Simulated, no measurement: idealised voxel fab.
The following process module bears the name voxel transistor to metal.
FYI the section here is cut, 215 nm wide, cells are 5 nm squares.
For the purposes of this document, a cross-section shall be understood as a grid of square cells, specified as bands listed in top-to-bottom order, each band consisting of one or more rows of cells. The entry gives the band's vertical extent as a top height and a bottom height in nm, then its horizontal make-up as materials from left to right, each with a width in nm. "empty" stands for empty space; a single material marked "throughout" fills the band edge to edge. It should be noted that heights are counted from 0, beneath which the wafer as supplied is of one material throughout, and that the lowest band possesses no lower boundary but continues downward, as written in "top 0, no bottom". It should be noted that a width expressed as "30..40" varies in equal increments from row to row of cells within the band, taking the value of the first number at the top row and that of the second number at the bottom row. Reading "remained the same" for a step: not a cell of the cross-section changed in it. Heads up: "Closed internal cavities" only lists the empty pockets with no open path to the top that are 8 cells or more, and it writes them as width x height at distance, distance from the left edge, in nm. Heads up: the bit after the settings on a step's line is the simulator's remark on that step. overlay nm: right-of-plan distance of the mask on a masked step; negative values mean left-of-plan.
### The following list gives the planned process steps
step 1: op RECEIVE | material Si
step 2: op CONFORMAL_DEP | material SiO2 | thk nm 5
step 3: op CONFORMAL_DEP | material SiN | thk nm 15
step 4: op PATTERN | tone cover | mask id ACTIVE | material resist | width nm 110 | thk nm 15 | overlay nm 0
step 5: op DIRECTIONAL_ETCH | etch materials SiN | depth nm 15
step 6: op DIRECTIONAL_ETCH | etch materials SiO2 | depth nm 5
step 7: op DIRECTIONAL_ETCH | etch materials Si | depth nm 20
step 8: op STRIP | etch materials resist
step 9: op OXIDIZE | depth nm 5
step 10: op FILL_DEP | material SiO2 | thk nm 15
step 11: op CMP | height nm 20
step 12: op SELECTIVE_ETCH | etch materials SiO2 | depth nm 10
step 13: op STRIP | etch materials SiN
step 14: op SELECTIVE_ETCH | etch materials SiO2 | depth nm 5
step 15: op OXIDIZE | depth nm 5
step 16: op DIRECTIONAL_DEP | material polySi | thk nm 25
step 17: op DIRECTIONAL_DEP | material SiCN | thk nm 10
step 18: op MASKED_ETCH | tone cover | mask id GATE | width nm 20 | etch materials SiCN | depth nm 20 | overlay nm 0
step 19: op MASKED_ETCH | tone cover | mask id GATE | width nm 20 | etch materials polySi | depth nm 35 | overlay nm 0
step 20: op CONFORMAL_DEP | material SiO2 | thk nm 5
step 21: op DIRECTIONAL_ETCH | etch materials SiO2 | depth nm 5
step 22: op CONFORMAL_DEP | material SiN | thk nm 5
step 23: op DIRECTIONAL_ETCH | etch materials SiN | depth nm 5
step 24: op DIRECTIONAL_ETCH | etch materials SiO2 | depth nm 5
step 25: op DIRECTIONAL_ETCH | etch materials Si | depth nm 10
step 26: op EPI | material SiGe | thk nm 15
step 27: op FILL_DEP | material SiO2 | thk nm 5
step 28: op CMP | height nm 35
step 29: op DIRECTIONAL_DEP | material SiO2 | thk nm 15
step 30: op DIRECTIONAL_DEP | material aC | thk nm 10
step 31: op PATTERN | tone open | mask id CONTACT | material resist | width nm 20 | pitch nm 70 | thk nm 30 | overlay nm 0
step 32: op DIRECTIONAL_ETCH | etch materials aC | depth nm 10
step 33: op STRIP | etch materials resist
step 34: op DIRECTIONAL_ETCH | etch materials SiO2 | depth nm 50
step 35: op STRIP | etch materials aC
step 36: op CONFORMAL_DEP | material TiN | thk nm 5
step 37: op FILL_DEP | material W | thk nm 10
step 38: op CMP | height nm 50
step 39: op DIRECTIONAL_DEP | material TiN | thk nm 5
step 40: op DIRECTIONAL_DEP | material Ru | thk nm 25
step 41: op DIRECTIONAL_DEP | material aC | thk nm 15
step 42: op PATTERN | tone cover | mask id METAL_1 | material resist | width nm 20 | pitch nm 70 | thk nm 35 | overlay nm 0
step 43: op DIRECTIONAL_ETCH | etch materials aC | depth nm 15
step 44: op STRIP | etch materials resist
step 45: op DIRECTIONAL_ETCH | etch materials Ru | depth nm 25
step 46: op DIRECTIONAL_ETCH | etch materials TiN | depth nm 5
step 47: op STRIP | etch materials aC
step 48: op FILL_DEP | material lowk | thk nm 10
step 49: op CMP | height nm 80
step 50: op CONFORMAL_DEP | material SiCN | thk nm 5
### Cross-sectional view of the wafer in its as-received condition, corresponding to the state after step 1
  top 0, no bottom: Si throughout
  Closed internal cavities: none
### Run as planned - first of the two wafers cross-sectioned at the end of the module
  top 85, bottom 80: SiCN throughout
  top 80, bottom 55: lowk: 60  Ru: 20  lowk: 50  Ru: 20  lowk: 65
  top 55, bottom 50: lowk: 60  TiN: 20  lowk: 50  TiN: 20  lowk: 65
  top 50, bottom 35: SiO2: 60  TiN: 5  W: 10  TiN: 5  SiO2: 50  TiN: 5  W: 10  TiN: 5  SiO2: 65
  top 35, bottom 25: SiO2: 60  TiN: 5  W: 10  TiN: 5  SiO2: 5  SiN: 5  SiO2: 5  SiCN: 20  SiO2: 5  SiN: 5  SiO2: 5  TiN: 5  W: 10  TiN: 5  SiO2: 65
  top 25, bottom 15: SiO2: 60  TiN: 5  W: 10  TiN: 5  SiO2: 5  SiN: 5  SiO2: 5  polySi: 20  SiO2: 5  SiN: 5  SiO2: 5  TiN: 5  W: 10  TiN: 5  SiO2: 65
  top 15, bottom 10: SiO2: 60  TiN: 20  SiO2: 5  SiN: 5  SiO2: 5  polySi: 20  SiO2: 5  SiN: 5  SiO2: 5  TiN: 20  SiO2: 65
  top 10, bottom 5: SiO2: 60  TiN: 10  SiGe: 15  SiN: 5  SiO2: 5  polySi: 20  SiO2: 5  SiN: 5  SiGe: 15  TiN: 10  SiO2: 65
  top 5, bottom 0: SiO2: 50  SiN: 5  SiO2: 5  TiN: 10  SiGe: 15  SiN: 5  SiO2: 5  polySi: 20  SiO2: 5  SiN: 5  SiGe: 15  TiN: 10  SiO2: 5  SiN: 5  SiO2: 55
  top 0, bottom -5: SiO2: 55  SiGe: 30  SiO2: 40  SiGe: 30  SiO2: 60
  top -5, bottom -15: SiO2: 55  SiGe: 30  Si: 40  SiGe: 30  SiO2: 60
  top -15, bottom -25: SiO2: 55  Si: 100  SiO2: 60
  top -25, no bottom: Si throughout
  Closed internal cavities: none
### Presented here is a cross-section of the second of the two wafers as it stood at the end of the module. It was started in the same manner and assigned the same plan as the first wafer; however, one mistake was made in its execution
  top 85, bottom 80: SiCN throughout
  top 80, bottom 55: lowk: 60  Ru: 20  lowk: 50  Ru: 20  lowk: 65
  top 55, bottom 50: lowk: 60  TiN: 20  lowk: 50  TiN: 20  lowk: 65
  top 50, bottom 35: SiO2: 60  TiN: 5  W: 10  TiN: 5  SiO2: 50  TiN: 5  W: 10  TiN: 5  SiO2: 65
  top 35, bottom 25: SiO2: 60  TiN: 5  W: 10  TiN: 5  SiO2: 5  SiN: 5  SiO2: 5  SiCN: 20  SiO2: 5  SiN: 5  SiO2: 5  TiN: 5  W: 10  TiN: 5  SiO2: 65
  top 25, bottom 15: SiO2: 60  TiN: 5  W: 10  TiN: 5  SiO2: 5  SiN: 5  SiO2: 5  polySi: 20  SiO2: 5  SiN: 5  SiO2: 5  TiN: 5  W: 10  TiN: 5  SiO2: 65
  top 15, bottom 10: SiO2: 60  TiN: 20  SiO2: 5  SiN: 5  SiO2: 5  polySi: 20  SiO2: 5  SiN: 5  SiO2: 5  TiN: 20  SiO2: 65
  top 10, bottom 5: SiO2: 60  TiN: 10  SiGe: 15  SiN: 5  SiO2: 5  polySi: 20  SiO2: 5  SiN: 5  SiGe: 15  TiN: 10  SiO2: 65
  top 5, bottom 0: SiO2: 40  SiN: 5  SiO2: 15  TiN: 10  SiGe: 15  SiN: 5  SiO2: 5  polySi: 20  SiO2: 5  SiN: 5  SiGe: 15  TiN: 10  SiO2: 15  SiN: 5  SiO2: 45
  top 0, bottom -5: SiO2: 40  SiN: 10  SiO2: 5  SiGe: 30  SiO2: 40  SiGe: 30  SiO2: 5  SiN: 10  SiO2: 45
  top -5, bottom -10: SiO2: 40  SiN: 10  SiO2: 10  SiGe: 25  Si: 40  SiGe: 25  SiO2: 10  SiN: 10  SiO2: 45
  top -10, bottom -15: SiO2: 60  SiGe: 25  Si: 40  SiGe: 25  SiO2: 65
  top -15, bottom -25: SiO2: 55  Si: 100  SiO2: 60
  top -25, no bottom: Si throughout
  Closed internal cavities: none
It is concluded that the wafer was processed incorrectly with respect to the plan, in that the executed order of steps 12 and 13 is the reverse of that specified in the plan, each step having taken the other's position
Heads up, by the end the second wafer has more or fewer cells of some materials compared to the first: 4 fewer of SiGe | 8 more of SiN | 4 fewer of SiO2
